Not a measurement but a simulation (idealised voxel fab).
The process module that follows is named voxel wiring stack.
For reference, the cross-section in this document is cut, with width 260 nm and square cells of 5 nm.
Throughout this document, each cross-section is represented as a grid of square cells and is presented as a sequence of bands enumerated from the top downward, where a band comprises one or more rows of cells. Top, bottom (nm), then materials left to right with widths (nm); lone material tagged "everywhere" fills the whole band edge to edge; "air" = empty space. Heads up on the height convention: 0 is the point under which the incoming wafer is all one material, and the lowest band has no bottom, it just keeps going down, like "0..down". Think of "30->40" as a width that walks from the first number to the second as you go down the band, top row to bottom row, taking equal-sized steps from row to row. Reading "same as before" for a step: not a cell of the cross-section changed in it. Closed-off voids of 8+ cells (no open route to the top) go in "Trapped cavities", written width x height at distance from the left edge, in nm. On a step's line, text after the settings is the simulator commenting on that step. Steps that use a mask can have "overlay nm" on their line. It says how far the mask sat to the right of where it was meant to be. Negative means to the left. For the reader: what remains of this document is a series of pairs, each showing a cross-section before one process step and a cross-section after that step which reaches down only to the lowest band that changed, with the step between them and its settings set out under the pair. It should not be assumed that a pair continues from the pair above it; the pairs can come from different runs of this module on the same starting wafer, and such continuity exists only where the entry headed "Pre-step section" says so.
[Pre-step section]
    110..105  50 nm TiN  20 nm air  25 nm TiN  20 nm air  25 nm TiN  20 nm air  25 nm TiN  20 nm air  55 nm TiN
    105..95  45 nm lowk  5 nm TiN  20 nm air  5 nm TiN  15 nm lowk  5 nm TiN  20 nm air  5 nm TiN  15 nm lowk  5 nm TiN  20 nm air  5 nm TiN  15 nm lowk  5 nm TiN  20 nm air  5 nm TiN  50 nm lowk
    95..90  45 nm lowk  5 nm TiN  5 nm air  20 nm TiN  15 nm lowk  5 nm TiN  5 nm air  20 nm TiN  15 nm lowk  5 nm TiN  5 nm air  20 nm TiN  15 nm lowk  5 nm TiN  5 nm air  20 nm TiN  50 nm lowk
    90..75  45 nm lowk  5 nm TiN  5 nm air  5 nm TiN  30 nm lowk  5 nm TiN  5 nm air  5 nm TiN  30 nm lowk  5 nm TiN  5 nm air  5 nm TiN  30 nm lowk  5 nm TiN  5 nm air  5 nm TiN  65 nm lowk
    75..70  45 nm SiCN  15 nm TiN  30 nm SiCN  15 nm TiN  30 nm SiCN  15 nm TiN  30 nm SiCN  15 nm TiN  65 nm SiCN
    70..65  Cu everywhere
    65..60  50 nm TiN  20 nm Cu  25 nm TiN  20 nm Cu  25 nm TiN  20 nm Cu  25 nm TiN  20 nm Cu  55 nm TiN
    60..50  45 nm SiO2  5->20 nm TiN  20->5 nm Cu  5 nm TiN  15 nm SiO2  5->20 nm TiN  20->5 nm Cu  5 nm TiN  15 nm SiO2  5->20 nm TiN  20->5 nm Cu  5 nm TiN  15 nm SiO2  5->20 nm TiN  20->5 nm Cu  5 nm TiN  50 nm SiO2
    50..40  60 nm SiO2  5 nm TiN  5 nm Cu  5 nm TiN  30 nm SiO2  5 nm TiN  5 nm Cu  5 nm TiN  30 nm SiO2  5 nm TiN  5 nm Cu  5 nm TiN  30 nm SiO2  5 nm TiN  5 nm Cu  5 nm TiN  50 nm SiO2
    40..35  60 nm SiCN  15 nm TiN  30 nm SiCN  15 nm TiN  30 nm SiCN  15 nm TiN  30 nm SiCN  15 nm TiN  50 nm SiCN
    35..20  45 nm lowk  5 nm TiN  20 nm Ru  5 nm TiN  15 nm lowk  5 nm TiN  20 nm Ru  5 nm TiN  15 nm lowk  5 nm TiN  20 nm Ru  5 nm TiN  15 nm lowk  5 nm TiN  20 nm Ru  5 nm TiN  50 nm lowk
    20..15  45 nm SiCN  30 nm TiN  15 nm SiCN  30 nm TiN  15 nm SiCN  30 nm TiN  15 nm SiCN  30 nm TiN  50 nm SiCN
    15..0  SiO2 everywhere
    0..down  Si everywhere
    Trapped cavities: none
[Post-Step Geometry]
    115..110  Cu everywhere
    110..105  50 nm TiN  20 nm Cu  25 nm TiN  20 nm Cu  25 nm TiN  20 nm Cu  25 nm TiN  20 nm Cu  55 nm TiN
    105..95  45 nm lowk  5 nm TiN  20 nm Cu  5 nm TiN  15 nm lowk  5 nm TiN  20 nm Cu  5 nm TiN  15 nm lowk  5 nm TiN  20 nm Cu  5 nm TiN  15 nm lowk  5 nm TiN  20 nm Cu  5 nm TiN  50 nm lowk
    95..90  45 nm lowk  5 nm TiN  5 nm Cu  20 nm TiN  15 nm lowk  5 nm TiN  5 nm Cu  20 nm TiN  15 nm lowk  5 nm TiN  5 nm Cu  20 nm TiN  15 nm lowk  5 nm TiN  5 nm Cu  20 nm TiN  50 nm lowk
    90..75  45 nm lowk  5 nm TiN  5 nm Cu  5 nm TiN  30 nm lowk  5 nm TiN  5 nm Cu  5 nm TiN  30 nm lowk  5 nm TiN  5 nm Cu  5 nm TiN  30 nm lowk  5 nm TiN  5 nm Cu  5 nm TiN  65 nm lowk
    below 75: unchanged
    Trapped cavities: none
Going from the before section above to the after section, the step was FILL_DEP,material Cu,thk nm 5
Pre-step section: just use the after drawing of the pair above as your starting point.
[Post-Step Geometry]
    105..95  45 nm lowk  5 nm TiN  20 nm Cu  5 nm TiN  15 nm lowk  5 nm TiN  20 nm Cu  5 nm TiN  15 nm lowk  5 nm TiN  20 nm Cu  5 nm TiN  15 nm lowk  5 nm TiN  20 nm Cu  5 nm TiN  50 nm lowk
    below 95: unchanged
    Trapped cavities: none
Going from the before section above to the after section, the step was CMP,height nm 105
Pre-step section: just use the after drawing of the pair above as your starting point.
[Post-Step Geometry]
    110..105  SiCN everywhere
    below 105: unchanged
    Trapped cavities: none
Going from the before section above to the after section, the step was CONFORMAL_DEP,material SiCN,thk nm 5
